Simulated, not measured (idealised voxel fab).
This section sets out a process module, namely voxel gate over fins.
Section cut is 215 nm wide and gridded with 5 nm square cells.
Notation: cross-section as square-cell grid; stated in bands, top first, going down; one or more cell rows per band.
Look at the band entry: it leads with the top's height and the bottom's height in nm. Then it lists the materials left to right, with a width in nm for each. The word "edge to edge" on a single material says that material fills the band edge to edge. The word "air" is empty space.
Below 0: as-received wafer, all one material; heights counted from there. Lowest band: no bottom, goes on down, written "0 and below".
A width given as "30 to 40" starts at the first number in the band's top row and ends at the second number in its bottom row, shifting by an equal amount at every step from row to row.
Basically "no modification" means that step didn't change any cell in the cross-section.
The label "Sealed void inventory" introduces a list of the empty spaces, 8 cells or larger, that have no open way up to the top; each entry in it reads width x height at distance, where the distance is taken from the left edge and all three are stated in nm.
Anything after a step's settings on that line? It's the simulator's own note about the step.
What "overlay nm" on a step's line means: if the step has a mask, that mask lay this far to the right of its planned place, or, when the value is negative, to the left.

# Process steps foreseen in the plan
1. RECEIVE: material Si
2. CONFORMAL_DEP: material SiN, thk nm 10
3. DIRECTIONAL_DEP: material aC, thk nm 10
4. PATTERN: tone cover, mask id FINS, material resist, width nm 15, pitch nm 35, thk nm 30, overlay nm 0
5. DIRECTIONAL_ETCH: etch materials aC, depth nm 5
6. STRIP: etch materials resist
7. DIRECTIONAL_ETCH: etch materials SiN, depth nm 10
8. DIRECTIONAL_ETCH: etch materials Si, depth nm 35
9. STRIP: etch materials aC
10. FILL_DEP: material SiO2, thk nm 15
11. CMP: height nm 10
12. SELECTIVE_ETCH: etch materials SiO2, depth nm 20
13. STRIP: etch materials SiN
14. CONFORMAL_DEP: material HfO2, thk nm 5
15. CONFORMAL_DEP: material TiN, thk nm 5
16. CONFORMAL_DEP: material TiAl, thk nm 5
17. CONFORMAL_DEP: material TiN, thk nm 5
18. FILL_DEP: material W, thk nm 10
19. CMP: height nm 25
20. CONFORMAL_DEP: material SiN, thk nm 10
Every wafer here starts from the same state; it is the step 5 depth nm that distinguishes them, and the value the plan gives belongs to the first wafer.

# First of several wafers (as received, post step 1), cross-sectional view
0 and below: Si edge to edge
Sealed void inventory: none

# Once step 20, the last step, is complete, the module is at its end; this is the cross-section of the first of several wafers
35 down to 25: SiN edge to edge
25 down to 20: W edge to edge
20 down to 15: TiN edge to edge
15 down to 10: TiAl edge to edge
10 down to 5: TiN edge to edge
5 down to 0: HfO2 edge to edge
0 and below: Si edge to edge
Sealed void inventory: none

# Last-wafer cross-section at the end of the module
35 down to 25: SiN edge to edge
25 down to 20: W edge to edge
20 down to 15: W 60 nm, then TiN 90 nm, then W 65 nm
15 down to 10: W 60 nm, then TiN 5 nm, then TiAl 80 nm, then TiN 5 nm, then W 65 nm
10 down to 5: TiN 65 nm, then TiAl 5 nm, then TiN 70 nm, then TiAl 5 nm, then TiN 70 nm
5 down to 0: TiAl 70 nm, then TiN 5 nm, then HfO2 25 nm, then TiN 10 nm, then HfO2 25 nm, then TiN 5 nm, then TiAl 75 nm
0 down to -5: TiN 75 nm, then HfO2 5 nm, then Si 15 nm, then HfO2 5 nm, then TiN 10 nm, then HfO2 5 nm, then Si 15 nm, then HfO2 5 nm, then TiN 80 nm
-5 down to -10: HfO2 80 nm, then Si 15 nm, then HfO2 20 nm, then Si 15 nm, then HfO2 85 nm
-10 down to -35: SiO2 80 nm, then Si 15 nm, then SiO2 20 nm, then Si 15 nm, then SiO2 85 nm
-35 and below: Si edge to edge
Sealed void inventory: none

# Each row below is a wafer at the end of the module, listing for every material the number of cells it has gained (+) or lost (-) since it was received, followed by its closed voids
depth nm 5; +43 HfO2; +86 SiN; +43 TiAl; +86 TiN; +43 W; Sealed void inventory: none
depth nm 10; +51 HfO2; -259 Si; +86 SiN; +185 SiO2; +47 TiAl; +98 TiN; +93 W; Sealed void inventory: none
depth nm 15; +51 HfO2; -259 Si; +86 SiN; +185 SiO2; +47 TiAl; +98 TiN; +93 W; Sealed void inventory: none
depth nm 20; +51 HfO2; -259 Si; +86 SiN; +185 SiO2; +47 TiAl; +98 TiN; +93 W; Sealed void inventory: none
depth nm 25; +51 HfO2; -259 Si; +86 SiN; +185 SiO2; +47 TiAl; +98 TiN; +93 W; Sealed void inventory: none
